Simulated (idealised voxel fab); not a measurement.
A process module follows: voxel spacer lines.
The width of the displayed cross-section, cut, is 175 nm; its cells are square, with a size of 5 nm.
A cross-section in this document is a grid of square cells, and it is written down as bands, the top band listed before the ones below it; a band is made up of one or more rows of cells. In this notation a band is specified by the heights of its top and bottom, in that order and in nm, after which its materials appear from left to right, each paired with its width in nm. The word "all across" attached to a single material means that material fills the band from edge to edge; the word "blank" stands for empty space. Height datum 0, below which the as-received substrate wafer is one material. Lowest band open at the bottom, running downward: "0 and below". Quick explanation for "30..40": the width changes in equal steps down the rows of cells, from the first number in the band's top row to the second number in its bottom row. Basically "same as before" means that step didn't change any cell in the cross-section. Closed empty spaces (no open way to the top) of 8 cells or more are what "Voids, sealed" lists, each as width x height at distance from the left edge, nm for all three. Note: text after step settings on the step line = simulator remark on that step. The optional step-line setting "overlay nm" applies to steps with a mask and quantifies how far to the right of its planned location the mask lay, a negative value indicating leftward placement.

This section lists the process steps that were planned
1: RECEIVE with material Si
2: CONFORMAL_DEP with material Al2O3, thk nm 5
3: DIRECTIONAL_DEP with material TiN, thk nm 20
4: DIRECTIONAL_DEP with material aC, thk nm 30
5: PATTERN with tone cover, mask id MANDREL, material resist, width nm 20, pitch nm 60, thk nm 40, overlay nm 0
6: DIRECTIONAL_ETCH with etch materials aC, depth nm 30
7: STRIP with etch materials resist
8: CONFORMAL_DEP with material SiO2, thk nm 5
9: DIRECTIONAL_ETCH with etch materials SiO2, depth nm 10
10: STRIP with etch materials aC
11: DIRECTIONAL_ETCH with etch materials TiN, depth nm 20
12: STRIP with etch materials SiO2
Where the wafers of this document differ is in the thk nm of step 8; they start out the same, and the plan states the value that applied to the first wafer.

Here's the first of the wafers in cross-section, just as we got it, i.e. after step 1
	0 and below = Si all across
	Voids, sealed: none

Take a look at the first of several wafers in cross-section: the module is done, and step 12 was its last step
	25 down to 5 = blank (10)  TiN (5)  blank (20)  TiN (5)  blank (30)  TiN (5)  blank (20)  TiN (5)  blank (30)  TiN (5)  blank (20)  TiN (5)  blank (15)
	5 down to 0 = Al2O3 all across
	0 and below = Si all across
	Voids, sealed: none

Showing the last wafer in cross-section at the end of the module
	55 down to 25 = blank (15)  aC (20)  blank (40)  aC (20)  blank (40)  aC (20)  blank (20)
	25 down to 5 = TiN all across
	5 down to 0 = Al2O3 all across
	0 and below = Si all across
	Voids, sealed: none

Heads up, this table goes wafer by wafer. A row tells you, at the end of the module, how many cells of each material that wafer has put on (+) or dropped (-) since it was received, and then its closed voids
thk nm 5; +35 Al2O3; +24 TiN; Voids, sealed: none
thk nm 10; +35 Al2O3; +48 TiN; Voids, sealed: none
thk nm 15; +35 Al2O3; +140 TiN; +72 aC; Voids, sealed: none
thk nm 20; +35 Al2O3; +140 TiN; +72 aC; Voids, sealed: none
thk nm 25; +35 Al2O3; +140 TiN; +72 aC; Voids, sealed: none
